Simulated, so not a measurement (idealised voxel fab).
The document below concerns the process module designated voxel air gaps.
Square cell edge 5 nm, section width 195 nm, ID cut.
A cross-section is written here as square cells arranged in a grid, and it is given in bands from the top down, each band taking up one or more rows of cells.
Band: top and bottom heights (nm) first, top before bottom; then materials from left to right, widths in nm. "throughout" marks a sole material filling the band edge to edge. "air" denotes empty space.
All heights in this document are referenced to 0, defined as the level beneath which the wafer, as received, consists entirely of one material. The lowest band is not bounded below; it extends indefinitely downward and is written in the form "from 0 down".
When a width is written as two numbers, as in "30 to 40", the first number is the width in the top row of cells of the band and the second is the width in its bottom row, and the width changes by the same amount from each row to the next.
"left unchanged", as given for a step, is the statement that not any cell of the cross-section underwent a change during that step.
For the entry "Enclosed void list", the listed items are empty spaces with no open way to the top whose size is 8 cells or more; each item follows the pattern width x height at distance, where distance is from the left edge and all three are in nm.
Whatever follows a step's settings on its line is a remark the simulator itself makes about that step.
The line of a step may include "overlay nm". On a step with a mask, this value is how far to the right of its planned place the mask lay. A negative value means the mask lay to the left.

-- Intended process steps
step 1: RECEIVE, material Si
step 2: CONFORMAL_DEP, material SiO2, thk nm 15
step 3: CONFORMAL_DEP, material SiN, thk nm 5
step 4: DIRECTIONAL_DEP, material SiO2, thk nm 40
step 5: DIRECTIONAL_DEP, material aC, thk nm 15
step 6: PATTERN, tone open, mask id LINES, material resist, width nm 15, pitch nm 45, thk nm 35, overlay nm 0
step 7: DIRECTIONAL_ETCH, etch materials aC, depth nm 15
step 8: STRIP, etch materials resist
step 9: DIRECTIONAL_ETCH, etch materials SiO2, depth nm 40
step 10: STRIP, etch materials aC
step 11: CONFORMAL_DEP, material TiN, thk nm 5
step 12: FILL_DEP, material W, thk nm 5
step 13: CMP, height nm 60
step 14: EPI, material Ru, thk nm 10
step 15: SELECTIVE_ETCH, etch materials SiO2, depth nm 50
step 16: CONFORMAL_DEP, material SiN, thk nm 5

-- Delivered wafer in cross-section: state after step 1
> from 0 down  Si throughout
> Enclosed void list: none

-- Cross-sectional view of the first of the two wafers upon completion of the module, processed in accordance with the plan
> from 75 to 70  30 of air | 135 of SiN | 30 of air
> from 70 to 60  30 of air | 5 of SiN | 35 of Ru | 10 of SiN | 35 of Ru | 10 of SiN | 35 of Ru | 5 of SiN | 30 of air
> from 60 to 55  30 of air | 15 of SiN | 5 of TiN | 5 of W | 5 of TiN | 30 of SiN | 5 of TiN | 5 of W | 5 of TiN | 30 of SiN | 5 of TiN | 5 of W | 5 of TiN | 15 of SiN | 30 of air
> from 55 to 25  40 of air | 5 of SiN | 5 of TiN | 5 of W | 5 of TiN | 5 of SiN | 20 of air | 5 of SiN | 5 of TiN | 5 of W | 5 of TiN | 5 of SiN | 20 of air | 5 of SiN | 5 of TiN | 5 of W | 5 of TiN | 5 of SiN | 40 of air
> from 25 to 20  45 of SiN | 15 of TiN | 30 of SiN | 15 of TiN | 30 of SiN | 15 of TiN | 45 of SiN
> from 20 to 15  SiN throughout
> from 15 to 0  SiO2 throughout
> from 0 down  Si throughout
> Enclosed void list: 20 x 30 at 65; 20 x 30 at 110

-- The second wafer, shown in cross-section after the module: started the same way as the first and given the same plan, yet one mistake crept into how it was run
> from 85 to 80  20 of air | 155 of SiN | 20 of air
> from 80 to 60  20 of air | 5 of SiN | 145 of Ru | 5 of SiN | 20 of air
> from 60 to 55  20 of air | 25 of SiN | 5 of TiN | 5 of W | 5 of TiN | 30 of SiO2 | 5 of TiN | 5 of W | 5 of TiN | 30 of SiO2 | 5 of TiN | 5 of W | 5 of TiN | 25 of SiN | 20 of air
> from 55 to 25  40 of air | 5 of SiN | 5 of TiN | 5 of W | 5 of TiN | 30 of SiO2 | 5 of TiN | 5 of W | 5 of TiN | 30 of SiO2 | 5 of TiN | 5 of W | 5 of TiN | 5 of SiN | 40 of air
> from 25 to 20  45 of SiN | 15 of TiN | 30 of SiO2 | 15 of TiN | 30 of SiO2 | 15 of TiN | 45 of SiN
> from 20 to 15  SiN throughout
> from 15 to 0  SiO2 throughout
> from 0 down  Si throughout
> Enclosed void list: none
The mistake made against the process plan was this: step 14, plan: ran twice
Final difference in cells, second wafer against first, listed per material as more or fewer: +74 Ru; -44 SiN; +96 SiO2
By the end, 2 closed voids are present in the first wafer and 0 in the second.
